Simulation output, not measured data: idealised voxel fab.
You're looking at the process module voxel wiring stack.
The width of the displayed cross-section, cut, is 165 nm; its cells are square, with a size of 5 nm.
Format of a cross-section: grid, square cells. Given as bands. Order: top down. Band: one or more rows of cells. Heads up on the band format: heights come first, top then bottom, in nm. After that it's the materials left to right, each with its width in nm. A single material flagged "edge to edge" fills the whole band edge to edge, and "blank" means there's empty space there. Heights are expressed relative to 0, this being the level below which the as-received wafer comprises one material exclusively. The lowest band is unbounded in the downward direction and is denoted as in "0 nm and below". Quick explanation for "30..40": the width changes in equal steps down the rows of cells, from the first number in the band's top row to the second number in its bottom row. The cross-section has no changed cell in any step marked "no change". Empty spaces without an open route to the top, at least 8 cells in extent, make up the entry "Listed closed voids"; each is given as width x height at distance, where the distance is measured from the left edge, and all are in nm. Heads up: the bit after the settings on a step's line is the simulator's remark on that step. Steps that use a mask can have "overlay nm" on their line. It says how far the mask sat to the right of where it was meant to be. Negative means to the left.
### Steps in the process plan
1) RECEIVE: material Si
2) CONFORMAL_DEP: material SiO2, thk nm 15
3) CONFORMAL_DEP: material SiN, thk nm 5
4) DIRECTIONAL_DEP: material lowk, thk nm 15
5) PATTERN: tone open, mask id METAL_1, material resist, width nm 30, pitch nm 55, thk nm 20, overlay nm 0
6) DIRECTIONAL_ETCH: etch materials lowk, depth nm 15
7) DIRECTIONAL_ETCH: etch materials SiN, depth nm 5
8) STRIP: etch materials resist
9) CONFORMAL_DEP: material TiN, thk nm 5
10) FILL_DEP: material W, thk nm 5
11) CMP: height nm 35
12) EPI: material Ru, thk nm 5
13) FILL_DEP: material SiCN, thk nm 5
14) DIRECTIONAL_DEP: material lowk, thk nm 30
15) DIRECTIONAL_DEP: material aC, thk nm 15
16) PATTERN: tone open, mask id METAL_2_HOLES, material resist, width nm 15, thk nm 35, overlay nm 0
17) DIRECTIONAL_ETCH: etch materials aC, depth nm 15
18) STRIP: etch materials resist
19) DIRECTIONAL_ETCH: etch materials lowk, depth nm 30
20) STRIP: etch materials aC
21) DIRECTIONAL_DEP: material aC, thk nm 10
22) PATTERN: tone open, mask id METAL_2, material resist, width nm 30, pitch nm 55, thk nm 25, overlay nm 0
23) DIRECTIONAL_ETCH: etch materials aC, depth nm 10
24) STRIP: etch materials resist
25) DIRECTIONAL_ETCH: etch materials lowk, depth nm 20
26) DIRECTIONAL_ETCH: etch materials SiCN, depth nm 5
27) STRIP: etch materials aC
28) CONFORMAL_DEP: material TiN, thk nm 5
29) FILL_DEP: material Cu, thk nm 10
30) CMP: height nm 75
31) CONFORMAL_DEP: material SiN, thk nm 5
### Cross-section of the wafer at receipt, which is the condition after step 1
  0 nm and below  Si edge to edge
  Listed closed voids: none
### Module complete - cross-section of the first of two wafers, run according to plan
  80 nm to 75 nm  SiN edge to edge
  75 nm to 60 nm  40 of lowk, then 5 of TiN, then 20 of Cu, then 5 of TiN, then 25 of lowk, then 5 of TiN, then 20 of Cu, then 5 of TiN, then 40 of lowk
  60 nm to 55 nm  40 of lowk, then 5 of TiN, then 5 of Cu, then 20 of TiN, then 25 of lowk, then 30 of TiN, then 40 of lowk
  55 nm to 45 nm  40 of lowk, then 5 of TiN, then 5 of Cu, then 5 of TiN, then 110 of lowk
  45 nm to 40 nm  40 of SiCN, then 15 of TiN, then 110 of SiCN
  40 nm to 35 nm  35 of SiCN, then 40 of Ru, then 15 of SiCN, then 40 of Ru, then 35 of SiCN
  35 nm to 20 nm  40 of lowk, then 5 of TiN, then 20 of W, then 5 of TiN, then 25 of lowk, then 5 of TiN, then 20 of W, then 5 of TiN, then 40 of lowk
  20 nm to 15 nm  40 of SiN, then 30 of TiN, then 25 of SiN, then 30 of TiN, then 40 of SiN
  15 nm to 0 nm  SiO2 edge to edge
  0 nm and below  Si edge to edge
  Listed closed voids: none
### Cross-sectional image of the second wafer of the two following completion of the module. Starting state and process plan were the same as for the first wafer; one execution error occurred
  80 nm to 75 nm  SiN edge to edge
  75 nm to 60 nm  40 of lowk, then 5 of TiN, then 20 of Cu, then 5 of TiN, then 25 of lowk, then 5 of TiN, then 20 of Cu, then 5 of TiN, then 40 of lowk
  60 nm to 55 nm  40 of lowk, then 5 of TiN, then 5 of Cu, then 20 of TiN, then 25 of lowk, then 30 of TiN, then 40 of lowk
  55 nm to 45 nm  40 of lowk, then 5 of TiN, then 5 of Cu, then 5 of TiN, then 110 of lowk
  45 nm to 40 nm  40 of SiCN, then 15 of TiN, then 110 of SiCN
  40 nm to 35 nm  35 of SiCN, then 45 of Ru, then 10 of SiCN, then 45 of Ru, then 30 of SiCN
  35 nm to 20 nm  40 of lowk, then 5 of TiN, then 25 of W, then 5 of TiN, then 20 of lowk, then 5 of TiN, then 25 of W, then 5 of TiN, then 35 of lowk
  20 nm to 15 nm  40 of SiN, then 35 of TiN, then 20 of SiN, then 35 of TiN, then 35 of SiN
  15 nm to 0 nm  SiO2 edge to edge
  0 nm and below  Si edge to edge
  Listed closed voids: none
Nonconformance to the process plan: it should be noted that step 5 was executed with settings other than those planned, the operation and settings actually applied being PATTERN: tone open, mask id METAL_1, material resist, width nm 35, pitch nm 55, thk nm 20, overlay nm 0
Final tally in cells, some materials are higher or lower on the second wafer than on the first: 2 more of Ru, 2 fewer of SiCN, 2 fewer of SiN, 2 more of TiN, 6 more of W, 6 fewer of lowk
